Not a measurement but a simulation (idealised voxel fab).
voxel self aligned contacts: a process module
For reference, the cross-section in this document is cut, with width 260 nm and square cells of 5 nm.
Cross-section layout: square cells on a grid; listed as bands, top to bottom; a band spans one or more cell rows.
Per band: top height and bottom height in nm, followed by the left-to-right materials and their widths in nm; "everywhere" marks a single material spanning edge to edge, "empty" marks empty space.
Ref level 0: as-received wafer is one material below here. Bottom band extends down with no lower bound ("0..down").
It should be noted that a width expressed as "30 to 40" varies in equal increments from row to row of cells within the band, taking the value of the first number at the top row and that of the second number at the bottom row.
A step reported as "no change occurred" is a step in which no cell of the cross-section changed.
For the entry "Catalogued sealed voids", the listed items are empty spaces with no open way to the top whose size is 8 cells or more; each item follows the pattern width x height at distance, where distance is from the left edge and all three are in nm.
Anything after a step's settings on that line? It's the simulator's own note about the step.
When a step includes a mask, the "overlay nm" setting on its line states how far to the right of its planned place that mask lay, and negative values state how far to the left.

[Here's what the planned process steps look like]
1) op RECEIVE | material Si
2) op CONFORMAL_DEP | material SiO2 | thk nm 5
3) op DIRECTIONAL_DEP | material polySi | thk nm 30
4) op DIRECTIONAL_DEP | material SiN | thk nm 15
5) op MASKED_ETCH | tone cover | mask id GATE | width nm 25 | pitch nm 55 | etch materials SiN | depth nm 15 | overlay nm 0
6) op MASKED_ETCH | tone cover | mask id GATE | width nm 25 | pitch nm 55 | etch materials polySi | depth nm 30 | overlay nm -15
7) op CONFORMAL_DEP | material SiN | thk nm 5
8) op DIRECTIONAL_ETCH | etch materials SiN | depth nm 5
9) op FILL_DEP | material SiO2 | thk nm 20
10) op CMP | height nm 60
11) op PATTERN | tone open | mask id CONTACT | material resist | width nm 40 | thk nm 20 | overlay nm 0
12) op DIRECTIONAL_ETCH | etch materials SiO2 | depth nm 60
13) op STRIP | etch materials resist
14) op CONFORMAL_DEP | material TiN | thk nm 5
15) op FILL_DEP | material Ru | thk nm 5
16) op CMP | height nm 60
17) op CONFORMAL_DEP | material SiCN | thk nm 5
The plan's step 6 overlay nm is the first wafer's value; the wafers differ in this setting and start identical.

[Cross-section of the first of several wafers as received (after step 1)]
	0..down: Si everywhere
	Catalogued sealed voids: none

[First of several wafers in cross-section at module end, following the final step, step 17]
	65..60: SiCN everywhere
	60..50: SiO2=110 / TiN=5 to 15 / Ru=30 to 10 / TiN=5 to 15 / SiO2=110
	50..40: SiO2=85 / SiN=35 / TiN=5 / Ru=10 / TiN=5 / SiN=35 / SiO2=85
	40..35: SiO2=85 / SiN=35 / TiN=20 / SiN=35 / SiO2=85
	35..5: SiO2=70 / SiN=5 / polySi=40 / SiN=5 / TiN=5 / SiN=5 / polySi=40 / SiN=5 / SiO2=85
	5..0: SiO2=120 / TiN=5 / SiO2=135
	0..down: Si everywhere
	Catalogued sealed voids: none

[Here's the last wafer cross-sectioned at the end of the module]
	65..60: SiCN everywhere
	60..50: SiO2=110 / TiN=5 to 15 / Ru=30 to 10 / TiN=5 to 15 / SiO2=110
	50..40: SiO2=85 / SiN=35 / TiN=5 / Ru=10 / TiN=5 / SiN=35 / SiO2=85
	40..35: SiO2=85 / SiN=35 / TiN=20 / SiN=35 / SiO2=85
	35..5: SiO2=85 / SiN=5 / polySi=40 / SiN=5 / TiN=5 / SiN=5 / polySi=40 / SiN=5 / SiO2=70
	5..0: SiO2=135 / TiN=5 / SiO2=120
	0..down: Si everywhere
	Catalogued sealed voids: none

[wafer rows; end of module; cells per material since receipt: (+) gained, (-) lost; then closed voids]
overlay nm -15; +12 Ru; +52 SiCN; +66 SiN; +427 SiO2; +23 TiN; +96 polySi; Catalogued sealed voids: none
overlay nm -10; +12 Ru; +52 SiCN; +66 SiN; +432 SiO2; +30 TiN; +84 polySi; Catalogued sealed voids: none
overlay nm -5; +19 Ru; +52 SiCN; +66 SiN; +437 SiO2; +30 TiN; +72 polySi; Catalogued sealed voids: none
overlay nm 0; +26 Ru; +52 SiCN; +66 SiN; +442 SiO2; +30 TiN; +60 polySi; Catalogued sealed voids: none
overlay nm 5; +19 Ru; +52 SiCN; +66 SiN; +437 SiO2; +30 TiN; +72 polySi; Catalogued sealed voids: none
overlay nm 10; +12 Ru; +52 SiCN; +66 SiN; +432 SiO2; +30 TiN; +84 polySi; Catalogued sealed voids: none
overlay nm 15; +12 Ru; +52 SiCN; +66 SiN; +427 SiO2; +23 TiN; +96 polySi; Catalogued sealed voids: none
